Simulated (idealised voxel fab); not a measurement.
Title: Process Module voxel self aligned vias
Square cells of 5 nm make up the cross-section cut, whose width is 295 nm.
A cross-section is written here as square cells arranged in a grid, and it is given in bands from the top down, each band taking up one or more rows of cells. What a band's entry tells you: where the top is and where the bottom is, as heights in nm, and after that what lies inside, material by material from left to right, each with its width in nm. Empty space is written as the word "air", and a single material marked with the word "all across" occupies the band from edge to edge. It should be noted that heights are counted from 0, beneath which the wafer as supplied is of one material throughout, and that the lowest band possesses no lower boundary but continues downward, as written in "z 0 and below". You'd read "30->40" like this: the band's top row of cells is as wide as the first number, its bottom row is as wide as the second, and going down, every row changes width by the same amount as the row before did. Step marked "nothing altered"? Then no cell in the cross-section changed in it. "Closed void list": empty spaces of 8 cells or more with no open way to the top, each given as width x height at distance, distance from the left edge, all in nm. Read whatever lies past the settings on a step's line as the simulator's own remark about the step. Steps that use a mask can have "overlay nm" on their line. It says how far the mask sat to the right of where it was meant to be. Negative means to the left.

-- The steps planned for the process are as follows
| 1 | RECEIVE,material Si |
| 2 | CONFORMAL_DEP,material SiO2,thk nm 15 |
| 3 | CONFORMAL_DEP,material SiCN,thk nm 5 |
| 4 | DIRECTIONAL_DEP,material lowk,thk nm 25 |
| 5 | MASKED_ETCH,tone open,mask id LINES,width nm 20,pitch nm 70,etch materials lowk,depth nm 25,overlay nm 0 |
| 6 | CONFORMAL_DEP,material TiN,thk nm 5 |
| 7 | FILL_DEP,material W,thk nm 10 |
| 8 | CMP,height nm 45 |
| 9 | SELECTIVE_ETCH,etch materials W Ru TiN,depth nm 10 |
| 10 | FILL_DEP,material SiN,thk nm 5 |
| 11 | CMP,height nm 45 |
| 12 | DIRECTIONAL_DEP,material lowk,thk nm 20 |
| 13 | DIRECTIONAL_DEP,material aC,thk nm 15 |
| 14 | PATTERN,tone open,mask id VIAS,material resist,width nm 40,pitch nm 70,thk nm 35,overlay nm 0 |
| 15 | DIRECTIONAL_ETCH,etch materials aC,depth nm 15 |
| 16 | STRIP,etch materials resist |
| 17 | DIRECTIONAL_ETCH,etch materials lowk,depth nm 20 |
| 18 | DIRECTIONAL_ETCH,etch materials SiN,depth nm 10 |
| 19 | STRIP,etch materials aC |
| 20 | CONFORMAL_DEP,material TiN,thk nm 5 |
| 21 | FILL_DEP,material Cu,thk nm 10 |
| 22 | CMP,height nm 65 |
| 23 | CONFORMAL_DEP,material SiCN,thk nm 5 |

-- As-received state of the wafer in cross-section, equivalent to post-step 1
z 0 and below: Si all across
Closed void list: none

-- Look at the cross-section after the module: the wafer started out the way shown above and the plan was the one shown above, yet one mistake was made along the way
z 70 to 65: SiCN all across
z 65 to 50: lowk (55), TiN (5), Cu (30), TiN (5), lowk (30), TiN (5), Cu (30), TiN (5), lowk (30), TiN (5), Cu (30), TiN (5), lowk (60)
z 50 to 45: lowk (55), TiN (40), lowk (30), TiN (40), lowk (30), TiN (40), lowk (60)
z 45 to 35: SiN (55), TiN (10), lowk (20), TiN (10), SiN (30), TiN (10), lowk (20), TiN (10), SiN (30), TiN (10), lowk (20), TiN (10), SiN (60)
z 35 to 25: W (60), TiN (5), lowk (20), TiN (5), W (40), TiN (5), lowk (20), TiN (5), W (40), TiN (5), lowk (20), TiN (5), W (65)
z 25 to 20: TiN (65), lowk (20), TiN (50), lowk (20), TiN (50), lowk (20), TiN (70)
z 20 to 15: SiCN all across
z 15 to 0: SiO2 all across
z 0 and below: Si all across
Closed void list: none
What was the processing mistake? step 5 ran as: MASKED_ETCH,tone cover,mask id LINES,width nm 20,pitch nm 70,etch materials lowk,depth nm 25,overlay nm 0
